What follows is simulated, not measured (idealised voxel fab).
A process module follows: voxel released beams.
Square cell edge 5 nm, section width 160 nm, ID cut.
For the purposes of this document, a cross-section shall be understood as a grid of square cells, specified as bands listed in top-to-bottom order, each band consisting of one or more rows of cells.
Each band's line starts with the height of the band's top and of its bottom, in nm. Then come its materials from left to right, each with its width in nm. One material with "full width" fills the band from edge to edge. "blank" is empty space.
We count height from 0. Below that, the starting wafer is all one material. The lowest band never ends at the bottom but goes on down; see "0 nm and below" for how that is written.
It should be noted that a width expressed as "30->40" varies in equal increments from row to row of cells within the band, taking the value of the first number at the top row and that of the second number at the bottom row.
The designation "left unchanged", where it is given for a processing step, indicates that no cell of the cross-section was altered in the course of that step.
"closed voids": sealed empty spaces, 8 cells or more, no open way to top, listed width x height at distance, with distance from the left edge and width, height and distance in nm.
Step line, after settings: the simulator's comment on this step.
overlay nm: mask offset rightward from planned place, masked step; negative means leftward offset.
The following list gives the planned process steps
1: op RECEIVE | material Si
2: op CONFORMAL_DEP | material SiN | thk nm 5
3: op DIRECTIONAL_DEP | material SiO2 | thk nm 10
4: op DIRECTIONAL_DEP | material aC | thk nm 10
5: op PATTERN | tone open | mask id ANCHOR | material resist | width nm 30 | thk nm 30 | overlay nm 0
6: op DIRECTIONAL_ETCH | etch materials aC | depth nm 10
7: op STRIP | etch materials resist
8: op DIRECTIONAL_ETCH | etch materials SiO2 | depth nm 10
9: op STRIP | etch materials aC
10: op CONFORMAL_DEP | material polySi | thk nm 10
11: op PATTERN | tone cover | mask id BEAM | material resist | width nm 105 | thk nm 15 | overlay nm 0
12: op DIRECTIONAL_ETCH | etch materials polySi | depth nm 10
13: op STRIP | etch materials resist
14: op STRIP | etch materials SiO2
Cross-section of the wafer upon arrival, representing the state reached after step 1
* 0 nm and below | Si full width
* closed voids: none
The first of the two wafers as seen in cross-section once the module was finished; processing followed the plan
* 25 nm to 15 nm | blank 25 nm, then polySi 15 nm, then blank 10 nm, then polySi 80 nm, then blank 30 nm
* 15 nm to 5 nm | blank 30 nm, then polySi 30 nm, then blank 100 nm
* 5 nm to 0 nm | SiN full width
* 0 nm and below | Si full width
* closed voids: none
Wafer two (of two), end-of-module cross-section: start = wafer one, plan = wafer one, one run mistake
* 25 nm to 15 nm | blank 25 nm, then polySi 105 nm, then blank 30 nm
* 15 nm to 10 nm | SiN full width
* 10 nm to 0 nm | SiO2 full width
* 0 nm and below | Si full width
* closed voids: none
Processing error: steps 2 and 3 got flipped, so each one ran where the other should have
Bottom line after processing is that, in cells, the second wafer is up or down on some materials versus the first: 64 more of SiO2 | 8 fewer of polySi
